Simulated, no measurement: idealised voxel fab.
Proc. module: voxel wiring stack
This is section cut - it's 240 nm across, gridded in 5 nm square cells.
Square cells in a grid make up a cross-section in this document, and the grid is given as bands, listed from the top down, each one or more rows of cells. Heights first: top, then bottom, in nm. Then materials, left to right, each with a width in nm. "edge to edge" on a single material: fills the band edge to edge. "blank": empty space. Convention: height 0 is the level below which the wafer, as received, is all one material. The lowest band does not terminate at the bottom but continues downward, represented as "0..down". So if you see something like "30->40" for the width, read it as the top row of the band sitting at the first number and the bottom row at the second, with every row in between moving by the same amount as the last. "no modification" after a step means that no cell of the cross-section changed. Reported under the label "Closed-off voids" are the empty spaces having no open way to the top and comprising 8 cells or more; the notation for each is width x height at distance, in which the distance is measured from the left edge and all three values are in nm. It should be noted that, on the line of a given step, the content following the step's settings is a remark produced by the simulator itself with respect to that step. On any step carrying a mask, the "overlay nm" setting, if present on the step's line, tells how far right of its planned place the mask lay; negative values point to the left. Each of the pairs that make up the rest of this document says: here is the cross-section before one process step, here is the cross-section after it, drawn only down to the lowest band that changed, and here, under the pair, is the step lying between them with its settings. Different pairs may come from different runs of this module on the same starting wafer, so a pair continues from the pair above it only where its entry headed "Ex-ante state" says so.
Ex-ante state:
- 140..130 = Ru edge to edge
- 130..125 = TiN: 65, Ru: 15, TiN: 30, Ru: 15, TiN: 30, Ru: 15, TiN: 70
- 125..110 = SiO2: 60, TiN: 5, Ru: 15, TiN: 5, SiO2: 20, TiN: 5, Ru: 15, TiN: 5, SiO2: 20, TiN: 5, Ru: 15, TiN: 5, SiO2: 65
- 110..105 = SiO2: 60, TiN: 5, Ru: 5, TiN: 15, SiO2: 20, TiN: 25, SiO2: 20, TiN: 5, Ru: 5, TiN: 15, SiO2: 65
- 105..90 = SiO2: 60, TiN: 5, Ru: 5, TiN: 5, SiO2: 75, TiN: 5, Ru: 5, TiN: 5, SiO2: 75
- 90..85 = SiCN: 60, TiN: 15, SiCN: 75, TiN: 15, SiCN: 75
- 85..75 = Cu edge to edge
- 75..70 = TiN: 65, Cu: 15, TiN: 30, Cu: 15, TiN: 30, Cu: 15, TiN: 70
- 70..60 = SiO2: 60, TiN: 5, Cu: 15, TiN: 5, SiO2: 20, TiN: 5, Cu: 15, TiN: 5, SiO2: 20, TiN: 5, Cu: 15, TiN: 5, SiO2: 65
- 60..55 = SiO2: 60, TiN: 5, Cu: 5, TiN: 15, SiO2: 20, TiN: 25, SiO2: 20, TiN: 5, Cu: 5, TiN: 15, SiO2: 65
- 55..45 = SiO2: 60, TiN: 5, Cu: 5, TiN: 5, SiO2: 75, TiN: 5, Cu: 5, TiN: 5, SiO2: 75
- 45..40 = SiCN: 60, TiN: 15, SiCN: 75, TiN: 15, SiCN: 75
- 40..20 = SiO2: 60, W: 25, SiO2: 20, W: 25, SiO2: 20, W: 25, SiO2: 65
- 20..15 = SiO2: 60, TiN: 25, SiO2: 20, TiN: 25, SiO2: 20, TiN: 25, SiO2: 65
- 15..0 = SiO2 edge to edge
- 0..down = Si edge to edge
- Closed-off voids: none
Cut View, Post-Step:
- 110..105 = SiO2: 60, TiN: 5, Ru: 5, TiN: 15, SiO2: 20, TiN: 25, SiO2: 20, TiN: 5, Ru: 5, TiN: 15, SiO2: 65
- below 105: unchanged
- Closed-off voids: none
In between the cross-sections above, the run called for CMP,height nm 110
Ex-ante state: the wafer arrives at this step looking as the after cross-section in the pair just above shows it.
Cut View, Post-Step:
- 115..110 = SiCN edge to edge
- below 110: unchanged
- Closed-off voids: none
In between the cross-sections above, the run called for CONFORMAL_DEP,material SiCN,thk nm 5
Ex-ante state: the wafer arrives at this step looking as the after cross-section in the pair just above shows it.
Cut View, Post-Step:
- 140..115 = SiO2 edge to edge
- below 115: unchanged
- Closed-off voids: none
In between the cross-sections above, the run called for DIRECTIONAL_DEP,material SiO2,thk nm 25
Ex-ante state: the wafer arrives at this step looking as the after cross-section in the pair just above shows it.
Cut View, Post-Step:
- 155..140 = aC edge to edge
- below 140: unchanged
- Closed-off voids: none
In between the cross-sections above, the run called for DIRECTIONAL_DEP,material aC,thk nm 15
Ex-ante state: the wafer arrives at this step looking as the after cross-section in the pair just above shows it.
Cut View, Post-Step:
- 185..155 = resist: 60, blank: 25, resist: 20, blank: 25, resist: 20, blank: 25, resist: 65
- below 155: unchanged
- Closed-off voids: none
In between the cross-sections above, the run called for PATTERN,tone open,mask id METAL_4,material resist,width nm 25,pitch nm 45,thk nm 30,overlay nm 0
Ex-ante state: the wafer arrives at this step looking as the after cross-section in the pair just above shows it.
Cut View, Post-Step:
- 170..155 = resist: 60, blank: 25, resist: 20, blank: 25, resist: 20, blank: 25, resist: 65
- 155..140 = aC: 60, blank: 25, aC: 20, blank: 25, aC: 20, blank: 25, aC: 65
- below 140: unchanged
- Closed-off voids: none
In between the cross-sections above, the run called for DIRECTIONAL_ETCH,etch materials aC,depth nm 15
Ex-ante state: the wafer arrives at this step looking as the after cross-section in the pair just above shows it.
Cut View, Post-Step:
- 155..140 = aC: 60, blank: 25, aC: 20, blank: 25, aC: 20, blank: 25, aC: 65
- below 140: unchanged
- Closed-off voids: none
In between the cross-sections above, the run called for STRIP,etch materials resist
Ex-ante state: the wafer arrives at this step looking as the after cross-section in the pair just above shows it.
Cut View, Post-Step:
- 155..140 = aC: 60, blank: 25, aC: 20, blank: 25, aC: 20, blank: 25, aC: 65
- 140..125 = SiO2: 60, blank: 25, SiO2: 20, blank: 25, SiO2: 20, blank: 25, SiO2: 65
- below 125: unchanged
- Closed-off voids: none
In between the cross-sections above, the run called for DIRECTIONAL_ETCH,etch materials SiO2,depth nm 15
Ex-ante state: the wafer arrives at this step looking as the after cross-section in the pair just above shows it.
Cut View, Post-Step:
- 140..125 = SiO2: 60, blank: 25, SiO2: 20, blank: 25, SiO2: 20, blank: 25, SiO2: 65
- below 125: unchanged
- Closed-off voids: none
In between the cross-sections above, the run called for STRIP,etch materials aC
Ex-ante state: the wafer arrives at this step looking as the after cross-section in the pair just above shows it.
Cut View, Post-Step:
- 160..140 = resist: 60, blank: 15, resist: 75, blank: 15, resist: 75
- 140..125 = SiO2: 60, blank: 15, resist: 10, SiO2: 20, resist: 25, SiO2: 20, blank: 15, resist: 10, SiO2: 65
- below 125: unchanged
- Closed-off voids: none
In between the cross-sections above, the run called for PATTERN,tone open,mask id METAL_4_HOLES,material resist,width nm 15,pitch nm 90,thk nm 20,overlay nm 0
Ex-ante state: the wafer arrives at this step looking as the after cross-section in the pair just above shows it.
Cut View, Post-Step:
- 160..140 = resist: 60, blank: 15, resist: 75, blank: 15, resist: 75
- 140..125 = SiO2: 60, blank: 15, resist: 10, SiO2: 20, resist: 25, SiO2: 20, blank: 15, resist: 10, SiO2: 65
- 125..115 = SiO2: 60, blank: 15, SiO2: 75, blank: 15, SiO2: 75
- below 115: unchanged
- Closed-off voids: none
In between the cross-sections above, the run called for DIRECTIONAL_ETCH,etch materials SiO2,depth nm 10
Ex-ante state: the wafer arrives at this step looking as the after cross-section in the pair just above shows it.
Cut View, Post-Step:
- 160..140 = resist: 60, blank: 15, resist: 75, blank: 15, resist: 75
- 140..125 = SiO2: 60, blank: 15, resist: 10, SiO2: 20, resist: 25, SiO2: 20, blank: 15, resist: 10, SiO2: 65
- 125..115 = SiO2: 60, blank: 15, SiO2: 75, blank: 15, SiO2: 75
- 115..110 = SiCN: 60, blank: 15, SiCN: 75, blank: 15, SiCN: 75
- below 110: unchanged
- Closed-off voids: none
In between the cross-sections above, the run called for DIRECTIONAL_ETCH,etch materials SiCN,depth nm 5
Ex-ante state: the wafer arrives at this step looking as the after cross-section in the pair just above shows it.
Cut View, Post-Step:
- 140..125 = SiO2: 60, blank: 25, SiO2: 20, blank: 25, SiO2: 20, blank: 25, SiO2: 65
- below 125: unchanged
- Closed-off voids: none
In between the cross-sections above, the run called for STRIP,etch materials resist
Ex-ante state: the wafer arrives at this step looking as the after cross-section in the pair just above shows it.
Cut View, Post-Step:
- 145..140 = TiN: 65, blank: 15, TiN: 30, blank: 15, TiN: 30, blank: 15, TiN: 70
- 140..130 = SiO2: 60, TiN: 5, blank: 15, TiN: 5, SiO2: 20, TiN: 5, blank: 15, TiN: 5, SiO2: 20, TiN: 5, blank: 15, TiN: 5, SiO2: 65
- 130..125 = SiO2: 60, TiN: 5, blank: 5, TiN: 15, SiO2: 20, TiN: 25, SiO2: 20, TiN: 5, blank: 5, TiN: 15, SiO2: 65
- 125..115 = SiO2: 60, TiN: 5, blank: 5, TiN: 5, SiO2: 75, TiN: 5, blank: 5, TiN: 5, SiO2: 75
- 115..110 = SiCN: 60, TiN: 15, SiCN: 75, TiN: 15, SiCN: 75
- below 110: unchanged
- Closed-off voids: none
In between the cross-sections above, the run called for CONFORMAL_DEP,material TiN,thk nm 5
Ex-ante state: the wafer arrives at this step looking as the after cross-section in the pair just above shows it.
Cut View, Post-Step:
- 155..145 = Cu edge to edge
- 145..140 = TiN: 65, Cu: 15, TiN: 30, Cu: 15, TiN: 30, Cu: 15, TiN: 70
- 140..130 = SiO2: 60, TiN: 5, Cu: 15, TiN: 5, SiO2: 20, TiN: 5, Cu: 15, TiN: 5, SiO2: 20, TiN: 5, Cu: 15, TiN: 5, SiO2: 65
- 130..125 = SiO2: 60, TiN: 5, Cu: 5, TiN: 15, SiO2: 20, TiN: 25, SiO2: 20, TiN: 5, Cu: 5, TiN: 15, SiO2: 65
- 125..115 = SiO2: 60, TiN: 5, Cu: 5, TiN: 5, SiO2: 75, TiN: 5, Cu: 5, TiN: 5, SiO2: 75
- below 115: unchanged
- Closed-off voids: none
In between the cross-sections above, the run called for FILL_DEP,material Cu,thk nm 10
Ex-ante state: the wafer arrives at this step looking as the after cross-section in the pair just above shows it.
Cut View, Post-Step:
- 140..130 = SiO2: 60, TiN: 5, Cu: 15, TiN: 5, SiO2: 20, TiN: 5, Cu: 15, TiN: 5, SiO2: 20, TiN: 5, Cu: 15, TiN: 5, SiO2: 65
- below 130: unchanged
- Closed-off voids: none
In between the cross-sections above, the run called for CMP,height nm 140
Ex-ante state: the wafer arrives at this step looking as the after cross-section in the pair just above shows it.
Cut View, Post-Step:
- 145..140 = SiN edge to edge
- below 140: unchanged
- Closed-off voids: none
In between the cross-sections above, the run called for CONFORMAL_DEP,material SiN,thk nm 5
Ex-ante state:
- 70..45 = SiO2 edge to edge
- 45..40 = SiCN edge to edge
- 40..20 = SiO2: 60, W: 25, SiO2: 20, W: 25, SiO2: 20, W: 25, SiO2: 65
- 20..15 = SiO2: 60, TiN: 25, SiO2: 20, TiN: 25, SiO2: 20, TiN: 25, SiO2: 65
- 15..0 = SiO2 edge to edge
- 0..down = Si edge to edge
- Closed-off voids: none
Cut View, Post-Step:
- 95..45 = SiO2 edge to edge
- below 45: unchanged
- Closed-off voids: none
In between the cross-sections above, the run called for DIRECTIONAL_DEP,material SiO2,thk nm 25
Ex-ante state: the wafer arrives at this step looking as the after cross-section in the pair just above shows it.
Cut View, Post-Step:
- 95..70 = SiO2: 60, blank: 15, SiO2: 75, blank: 15, SiO2: 75
- below 70: unchanged
- Closed-off voids: none
In between the cross-sections above, the run called for MASKED_ETCH,tone open,mask id METAL_2_HOLES,width nm 15,pitch nm 90,etch materials SiO2,depth nm 25,overlay nm 0
Ex-ante state: the wafer arrives at this step looking as the after cross-section in the pair just above shows it.
Cut View, Post-Step:
- 110..95 = resist: 60, blank: 25, resist: 20, blank: 25, resist: 20, blank: 25, resist: 65
- below 95: unchanged
- Closed-off voids: none
In between the cross-sections above, the run called for PATTERN,tone open,mask id METAL_2,material resist,width nm 25,pitch nm 45,thk nm 15,overlay nm 0
Ex-ante state: the wafer arrives at this step looking as the after cross-section in the pair just above shows it.
Cut View, Post-Step:
- 110..95 = resist: 60, blank: 25, resist: 20, blank: 25, resist: 20, blank: 25, resist: 65
- 95..80 = SiO2: 60, blank: 25, SiO2: 20, blank: 25, SiO2: 20, blank: 25, SiO2: 65
- 80..55 = SiO2: 60, blank: 15, SiO2: 75, blank: 15, SiO2: 75
- below 55: unchanged
- Closed-off voids: none
In between the cross-sections above, the run called for DIRECTIONAL_ETCH,etch materials SiO2,depth nm 15
Ex-ante state: the wafer arrives at this step looking as the after cross-section in the pair just above shows it.
Cut View, Post-Step:
- 95..80 = SiO2: 60, blank: 25, SiO2: 20, blank: 25, SiO2: 20, blank: 25, SiO2: 65
- below 80: unchanged
- Closed-off voids: none
In between the cross-sections above, the run called for STRIP,etch materials resist
Ex-ante state: the wafer arrives at this step looking as the after cross-section in the pair just above shows it.
Cut View, Post-Step:
- 100..95 = TiN: 65, blank: 15, TiN: 30, blank: 15, TiN: 30, blank: 15, TiN: 70
- 95..85 = SiO2: 60, TiN: 5, blank: 15, TiN: 5, SiO2: 20, TiN: 5, blank: 15, TiN: 5, SiO2: 20, TiN: 5, blank: 15, TiN: 5, SiO2: 65
- 85..80 = SiO2: 60, TiN: 5, blank: 5, TiN: 15, SiO2: 20, TiN: 25, SiO2: 20, TiN: 5, blank: 5, TiN: 15, SiO2: 65
- 80..60 = SiO2: 60, TiN: 5, blank: 5, TiN: 5, SiO2: 75, TiN: 5, blank: 5, TiN: 5, SiO2: 75
- 60..55 = SiO2: 60, TiN: 15, SiO2: 75, TiN: 15, SiO2: 75
- below 55: unchanged
- Closed-off voids: none
In between the cross-sections above, the run called for CONFORMAL_DEP,material TiN,thk nm 5
Ex-ante state: the wafer arrives at this step looking as the after cross-section in the pair just above shows it.
Cut View, Post-Step:
- 110..100 = Cu edge to edge
- 100..95 = TiN: 65, Cu: 15, TiN: 30, Cu: 15, TiN: 30, Cu: 15, TiN: 70
- 95..85 = SiO2: 60, TiN: 5, Cu: 15, TiN: 5, SiO2: 20, TiN: 5, Cu: 15, TiN: 5, SiO2: 20, TiN: 5, Cu: 15, TiN: 5, SiO2: 65
- 85..80 = SiO2: 60, TiN: 5, Cu: 5, TiN: 15, SiO2: 20, TiN: 25, SiO2: 20, TiN: 5, Cu: 5, TiN: 15, SiO2: 65
- 80..60 = SiO2: 60, TiN: 5, Cu: 5, TiN: 5, SiO2: 75, TiN: 5, Cu: 5, TiN: 5, SiO2: 75
- below 60: unchanged
- Closed-off voids: none
In between the cross-sections above, the run called for FILL_DEP,material Cu,thk nm 10
Ex-ante state: the wafer arrives at this step looking as the after cross-section in the pair just above shows it.
Cut View, Post-Step:
- 70..60 = SiO2: 60, TiN: 5, Cu: 5, TiN: 5, SiO2: 75, TiN: 5, Cu: 5, TiN: 5, SiO2: 75
- below 60: unchanged
- Closed-off voids: none
In between the cross-sections above, the run called for CMP,height nm 70
Ex-ante state: the wafer arrives at this step looking as the after cross-section in the pair just above shows it.
Cut View, Post-Step:
- 75..70 = SiCN edge to edge
- below 70: unchanged
- Closed-off voids: none
In between the cross-sections above, the run called for CONFORMAL_DEP,material SiCN,thk nm 5
Ex-ante state: the wafer arrives at this step looking as the after cross-section in the pair just above shows it.
Cut View, Post-Step:
- 110..75 = SiO2 edge to edge
- below 75: unchanged
- Closed-off voids: none
In between the cross-sections above, the run called for DIRECTIONAL_DEP,material SiO2,thk nm 35
Ex-ante state: the wafer arrives at this step looking as the after cross-section in the pair just above shows it.
Cut View, Post-Step:
- 125..110 = aC edge to edge
- below 110: unchanged
- Closed-off voids: none
In between the cross-sections above, the run called for DIRECTIONAL_DEP,material aC,thk nm 15
Ex-ante state: the wafer arrives at this step looking as the after cross-section in the pair just above shows it.
Cut View, Post-Step:
- 160..125 = resist: 60, blank: 25, resist: 20, blank: 25, resist: 20, blank: 25, resist: 65
- below 125: unchanged
- Closed-off voids: none
In between the cross-sections above, the run called for PATTERN,tone open,mask id METAL_3,material resist,width nm 25,pitch nm 45,thk nm 35,overlay nm 0
Ex-ante state: the wafer arrives at this step looking as the after cross-section in the pair just above shows it.
Cut View, Post-Step:
- 145..125 = resist: 60, blank: 25, resist: 20, blank: 25, resist: 20, blank: 25, resist: 65
- 125..110 = aC: 60, blank: 25, aC: 20, blank: 25, aC: 20, blank: 25, aC: 65
- below 110: unchanged
- Closed-off voids: none
In between the cross-sections above, the run called for DIRECTIONAL_ETCH,etch materials aC,depth nm 15
Ex-ante state: the wafer arrives at this step looking as the after cross-section in the pair just above shows it.
Cut View, Post-Step:
- 125..110 = aC: 60, blank: 25, aC: 20, blank: 25, aC: 20, blank: 25, aC: 65
- below 110: unchanged
- Closed-off voids: none
In between the cross-sections above, the run called for STRIP,etch materials resist
Ex-ante state: the wafer arrives at this step looking as the after cross-section in the pair just above shows it.
Cut View, Post-Step:
- 125..110 = aC: 60, blank: 25, aC: 20, blank: 25, aC: 20, blank: 25, aC: 65
- 110..90 = SiO2: 60, blank: 25, SiO2: 20, blank: 25, SiO2: 20, blank: 25, SiO2: 65
- below 90: unchanged
- Closed-off voids: none
In between the cross-sections above, the run called for DIRECTIONAL_ETCH,etch materials SiO2,depth nm 20
Ex-ante state: the wafer arrives at this step looking as the after cross-section in the pair just above shows it.
Cut View, Post-Step:
- 110..90 = SiO2: 60, blank: 25, SiO2: 20, blank: 25, SiO2: 20, blank: 25, SiO2: 65
- below 90: unchanged
- Closed-off voids: none
In between the cross-sections above, the run called for STRIP,etch materials aC
Ex-ante state: the wafer arrives at this step looking as the after cross-section in the pair just above shows it.
Cut View, Post-Step:
- 130..110 = resist: 60, blank: 15, resist: 75, blank: 15, resist: 75
- 110..90 = SiO2: 60, blank: 15, resist: 10, SiO2: 20, resist: 25, SiO2: 20, blank: 15, resist: 10, SiO2: 65
- below 90: unchanged
- Closed-off voids: none
In between the cross-sections above, the run called for PATTERN,tone open,mask id METAL_3_HOLES,material resist,width nm 15,pitch nm 90,thk nm 20,overlay nm 0
Ex-ante state: the wafer arrives at this step looking as the after cross-section in the pair just above shows it.
Cut View, Post-Step:
- 130..110 = resist: 60, blank: 15, resist: 75, blank: 15, resist: 75
- 110..90 = SiO2: 60, blank: 15, resist: 10, SiO2: 20, resist: 25, SiO2: 20, blank: 15, resist: 10, SiO2: 65
- 90..75 = SiO2: 60, blank: 15, SiO2: 75, blank: 15, SiO2: 75
- below 75: unchanged
- Closed-off voids: none
In between the cross-sections above, the run called for DIRECTIONAL_ETCH,etch materials SiO2,depth nm 15
Ex-ante state: the wafer arrives at this step looking as the after cross-section in the pair just above shows it.
Cut View, Post-Step:
- 130..110 = resist: 60, blank: 15, resist: 75, blank: 15, resist: 75
- 110..90 = SiO2: 60, blank: 15, resist: 10, SiO2: 20, resist: 25, SiO2: 20, blank: 15, resist: 10, SiO2: 65
- 90..75 = SiO2: 60, blank: 15, SiO2: 75, blank: 15, SiO2: 75
- 75..70 = SiCN: 60, blank: 15, SiCN: 75, blank: 15, SiCN: 75
- below 70: unchanged
- Closed-off voids: none
In between the cross-sections above, the run called for DIRECTIONAL_ETCH,etch materials SiCN,depth nm 5
Ex-ante state: the wafer arrives at this step looking as the after cross-section in the pair just above shows it.
Cut View, Post-Step:
- 110..90 = SiO2: 60, blank: 25, SiO2: 20, blank: 25, SiO2: 20, blank: 25, SiO2: 65
- below 90: unchanged
- Closed-off voids: none
In between the cross-sections above, the run called for STRIP,etch materials resist
Ex-ante state: the wafer arrives at this step looking as the after cross-section in the pair just above shows it.
Cut View, Post-Step:
- 115..110 = TiN: 65, blank: 15, TiN: 30, blank: 15, TiN: 30, blank: 15, TiN: 70
- 110..95 = SiO2: 60, TiN: 5, blank: 15, TiN: 5, SiO2: 20, TiN: 5, blank: 15, TiN: 5, SiO2: 20, TiN: 5, blank: 15, TiN: 5, SiO2: 65
- 95..90 = SiO2: 60, TiN: 5, blank: 5, TiN: 15, SiO2: 20, TiN: 25, SiO2: 20, TiN: 5, blank: 5, TiN: 15, SiO2: 65
- 90..75 = SiO2: 60, TiN: 5, blank: 5, TiN: 5, SiO2: 75, TiN: 5, blank: 5, TiN: 5, SiO2: 75
- 75..70 = SiCN: 60, TiN: 15, SiCN: 75, TiN: 15, SiCN: 75
- below 70: unchanged
- Closed-off voids: none
In between the cross-sections above, the run called for CONFORMAL_DEP,material TiN,thk nm 5
Ex-ante state: the wafer arrives at this step looking as the after cross-section in the pair just above shows it.
Cut View, Post-Step:
- 125..115 = Ru edge to edge
- 115..110 = TiN: 65, Ru: 15, TiN: 30, Ru: 15, TiN: 30, Ru: 15, TiN: 70
- 110..95 = SiO2: 60, TiN: 5, Ru: 15, TiN: 5, SiO2: 20, TiN: 5, Ru: 15, TiN: 5, SiO2: 20, TiN: 5, Ru: 15, TiN: 5, SiO2: 65
- 95..90 = SiO2: 60, TiN: 5, Ru: 5, TiN: 15, SiO2: 20, TiN: 25, SiO2: 20, TiN: 5, Ru: 5, TiN: 15, SiO2: 65
- 90..75 = SiO2: 60, TiN: 5, Ru: 5, TiN: 5, SiO2: 75, TiN: 5, Ru: 5, TiN: 5, SiO2: 75
- below 75: unchanged
- Closed-off voids: none
In between the cross-sections above, the run called for FILL_DEP,material Ru,thk nm 10
Ex-ante state: the wafer arrives at this step looking as the after cross-section in the pair just above shows it.
Cut View, Post-Step:
- 110..95 = SiO2: 60, TiN: 5, Ru: 15, TiN: 5, SiO2: 20, TiN: 5, Ru: 15, TiN: 5, SiO2: 20, TiN: 5, Ru: 15, TiN: 5, SiO2: 65
- below 95: unchanged
- Closed-off voids: none
In between the cross-sections above, the run called for CMP,height nm 110
Ex-ante state: the wafer arrives at this step looking as the after cross-section in the pair just above shows it.
Cut View, Post-Step:
- 115..110 = SiCN edge to edge
- below 110: unchanged
- Closed-off voids: none
In between the cross-sections above, the run called for CONFORMAL_DEP,material SiCN,thk nm 5
Ex-ante state: the wafer arrives at this step looking as the after cross-section in the pair just above shows it.
Cut View, Post-Step:
- 140..115 = SiO2 edge to edge
- below 115: unchanged
- Closed-off voids: none
In between the cross-sections above, the run called for DIRECTIONAL_DEP,material SiO2,thk nm 25
Ex-ante state: the wafer arrives at this step looking as the after cross-section in the pair just above shows it.
Cut View, Post-Step:
- 155..140 = aC edge to edge
- below 140: unchanged
- Closed-off voids: none
In between the cross-sections above, the run called for DIRECTIONAL_DEP,material aC,thk nm 15
Ex-ante state: the wafer arrives at this step looking as the after cross-section in the pair just above shows it.
Cut View, Post-Step:
- 185..155 = resist: 60, blank: 25, resist: 20, blank: 25, resist: 20, blank: 25, resist: 65
- below 155: unchanged
- Closed-off voids: none
In between the cross-sections above, the run called for PATTERN,tone open,mask id METAL_4,material resist,width nm 25,pitch nm 45,thk nm 30,overlay nm 0
Ex-ante state: the wafer arrives at this step looking as the after cross-section in the pair just above shows it.
Cut View, Post-Step:
- 170..155 = resist: 60, blank: 25, resist: 20, blank: 25, resist: 20, blank: 25, resist: 65
- 155..140 = aC: 60, blank: 25, aC: 20, blank: 25, aC: 20, blank: 25, aC: 65
- below 140: unchanged
- Closed-off voids: none
In between the cross-sections above, the run called for DIRECTIONAL_ETCH,etch materials aC,depth nm 15
Ex-ante state: the wafer arrives at this step looking as the after cross-section in the pair just above shows it.
Cut View, Post-Step:
- 155..140 = aC: 60, blank: 25, aC: 20, blank: 25, aC: 20, blank: 25, aC: 65
- below 140: unchanged
- Closed-off voids: none
In between the cross-sections above, the run called for STRIP,etch materials resist
Ex-ante state: the wafer arrives at this step looking as the after cross-section in the pair just above shows it.
Cut View, Post-Step:
- 155..140 = aC: 60, blank: 25, aC: 20, blank: 25, aC: 20, blank: 25, aC: 65
- 140..125 = SiO2: 60, blank: 25, SiO2: 20, blank: 25, SiO2: 20, blank: 25, SiO2: 65
- below 125: unchanged
- Closed-off voids: none
In between the cross-sections above, the run called for DIRECTIONAL_ETCH,etch materials SiO2,depth nm 15
Ex-ante state: the wafer arrives at this step looking as the after cross-section in the pair just above shows it.
Cut View, Post-Step:
- 140..125 = SiO2: 60, blank: 25, SiO2: 20, blank: 25, SiO2: 20, blank: 25, SiO2: 65
- below 125: unchanged
- Closed-off voids: none
In between the cross-sections above, the run called for STRIP,etch materials aC
Ex-ante state: the wafer arrives at this step looking as the after cross-section in the pair just above shows it.
Cut View, Post-Step:
- 160..140 = resist: 60, blank: 15, resist: 75, blank: 15, resist: 75
- 140..125 = SiO2: 60, blank: 15, resist: 10, SiO2: 20, resist: 25, SiO2: 20, blank: 15, resist: 10, SiO2: 65
- below 125: unchanged
- Closed-off voids: none
In between the cross-sections above, the run called for PATTERN,tone open,mask id METAL_4_HOLES,material resist,width nm 15,pitch nm 90,thk nm 20,overlay nm 0
Ex-ante state: the wafer arrives at this step looking as the after cross-section in the pair just above shows it.
Cut View, Post-Step:
- 160..140 = resist: 60, blank: 15, resist: 75, blank: 15, resist: 75
- 140..125 = SiO2: 60, blank: 15, resist: 10, SiO2: 20, resist: 25, SiO2: 20, blank: 15, resist: 10, SiO2: 65
- 125..115 = SiO2: 60, blank: 15, SiO2: 75, blank: 15, SiO2: 75
- below 115: unchanged
- Closed-off voids: none
In between the cross-sections above, the run called for DIRECTIONAL_ETCH,etch materials SiO2,depth nm 10
Ex-ante state: the wafer arrives at this step looking as the after cross-section in the pair just above shows it.
Cut View, Post-Step:
- 160..140 = resist: 60, blank: 15, resist: 75, blank: 15, resist: 75
- 140..125 = SiO2: 60, blank: 15, resist: 10, SiO2: 20, resist: 25, SiO2: 20, blank: 15, resist: 10, SiO2: 65
- 125..115 = SiO2: 60, blank: 15, SiO2: 75, blank: 15, SiO2: 75
- 115..110 = SiCN: 60, blank: 15, SiCN: 75, blank: 15, SiCN: 75
- below 110: unchanged
- Closed-off voids: none
In between the cross-sections above, the run called for DIRECTIONAL_ETCH,etch materials SiCN,depth nm 5
Ex-ante state: the wafer arrives at this step looking as the after cross-section in the pair just above shows it.
Cut View, Post-Step:
- 140..125 = SiO2: 60, blank: 25, SiO2: 20, blank: 25, SiO2: 20, blank: 25, SiO2: 65
- below 125: unchanged
- Closed-off voids: none
In between the cross-sections above, the run called for STRIP,etch materials resist
Ex-ante state: the wafer arrives at this step looking as the after cross-section in the pair just above shows it.
Cut View, Post-Step:
- 145..140 = TiN: 65, blank: 15, TiN: 30, blank: 15, TiN: 30, blank: 15, TiN: 70
- 140..130 = SiO2: 60, TiN: 5, blank: 15, TiN: 5, SiO2: 20, TiN: 5, blank: 15, TiN: 5, SiO2: 20, TiN: 5, blank: 15, TiN: 5, SiO2: 65
- 130..125 = SiO2: 60, TiN: 5, blank: 5, TiN: 15, SiO2: 20, TiN: 25, SiO2: 20, TiN: 5, blank: 5, TiN: 15, SiO2: 65
- 125..115 = SiO2: 60, TiN: 5, blank: 5, TiN: 5, SiO2: 75, TiN: 5, blank: 5, TiN: 5, SiO2: 75
- 115..110 = SiCN: 60, TiN: 15, SiCN: 75, TiN: 15, SiCN: 75
- below 110: unchanged
- Closed-off voids: none
In between the cross-sections above, the run called for CONFORMAL_DEP,material TiN,thk nm 5
Ex-ante state: the wafer arrives at this step looking as the after cross-section in the pair just above shows it.
Cut View, Post-Step:
- 155..145 = Cu edge to edge
- 145..140 = TiN: 65, Cu: 15, TiN: 30, Cu: 15, TiN: 30, Cu: 15, TiN: 70
- 140..130 = SiO2: 60, TiN: 5, Cu: 15, TiN: 5, SiO2: 20, TiN: 5, Cu: 15, TiN: 5, SiO2: 20, TiN: 5, Cu: 15, TiN: 5, SiO2: 65
- 130..125 = SiO2: 60, TiN: 5, Cu: 5, TiN: 15, SiO2: 20, TiN: 25, SiO2: 20, TiN: 5, Cu: 5, TiN: 15, SiO2: 65
- 125..115 = SiO2: 60, TiN: 5, Cu: 5, TiN: 5, SiO2: 75, TiN: 5, Cu: 5, TiN: 5, SiO2: 75
- below 115: unchanged
- Closed-off voids: none
In between the cross-sections above, the run called for FILL_DEP,material Cu,thk nm 10
Ex-ante state: the wafer arrives at this step looking as the after cross-section in the pair just above shows it.
Cut View, Post-Step:
- 140..130 = SiO2: 60, TiN: 5, Cu: 15, TiN: 5, SiO2: 20, TiN: 5, Cu: 15, TiN: 5, SiO2: 20, TiN: 5, Cu: 15, TiN: 5, SiO2: 65
- below 130: unchanged
- Closed-off voids: none
In between the cross-sections above, the run called for CMP,height nm 140
Ex-ante state: the wafer arrives at this step looking as the after cross-section in the pair just above shows it.
Cut View, Post-Step:
- 145..140 = SiN edge to edge
- below 140: unchanged
- Closed-off voids: none
In between the cross-sections above, the run called for CONFORMAL_DEP,material SiN,thk nm 5
Ex-ante state:
- 110..95 = SiO2: 60, TiN: 5, Ru: 15, TiN: 5, SiO2: 20, TiN: 5, Ru: 15, TiN: 5, SiO2: 20, TiN: 5, Ru: 15, TiN: 5, SiO2: 65
- 95..90 = SiO2: 60, TiN: 5, Ru: 5, TiN: 15, SiO2: 20, TiN: 25, SiO2: 20, TiN: 5, Ru: 5, TiN: 15, SiO2: 65
- 90..75 = SiO2: 60, TiN: 5, Ru: 5, TiN: 5, SiO2: 75, TiN: 5, Ru: 5, TiN: 5, SiO2: 75
- 75..70 = SiCN: 60, TiN: 15, SiCN: 75, TiN: 15, SiCN: 75
- 70..60 = SiO2: 60, TiN: 5, Cu: 15, TiN: 5, SiO2: 20, TiN: 5, Cu: 15, TiN: 5, SiO2: 20, TiN: 5, Cu: 15, TiN: 5, SiO2: 65
- 60..55 = SiO2: 60, TiN: 5, Cu: 5, TiN: 15, SiO2: 20, TiN: 25, SiO2: 20, TiN: 5, Cu: 5, TiN: 15, SiO2: 65
- 55..45 = SiO2: 60, TiN: 5, Cu: 5, TiN: 5, SiO2: 75, TiN: 5, Cu: 5, TiN: 5, SiO2: 75
- 45..40 = SiCN: 60, TiN: 15, SiCN: 75, TiN: 15, SiCN: 75
- 40..20 = SiO2: 60, W: 25, SiO2: 20, W: 25, SiO2: 20, W: 25, SiO2: 65
- 20..15 = SiO2: 60, TiN: 25, SiO2: 20, TiN: 25, SiO2: 20, TiN: 25, SiO2: 65
- 15..0 = SiO2 edge to edge
- 0..down = Si edge to edge
- Closed-off voids: none
Cut View, Post-Step:
- 135..110 = SiO2 edge to edge
- below 110: unchanged
- Closed-off voids: none
In between the cross-sections above, the run called for DIRECTIONAL_DEP,material SiO2,thk nm 25
Ex-ante state: the wafer arrives at this step looking as the after cross-section in the pair just above shows it.
Cut View, Post-Step:
- 140..135 = SiCN edge to edge
- below 135: unchanged
- Closed-off voids: none
In between the cross-sections above, the run called for CONFORMAL_DEP,material SiCN,thk nm 5
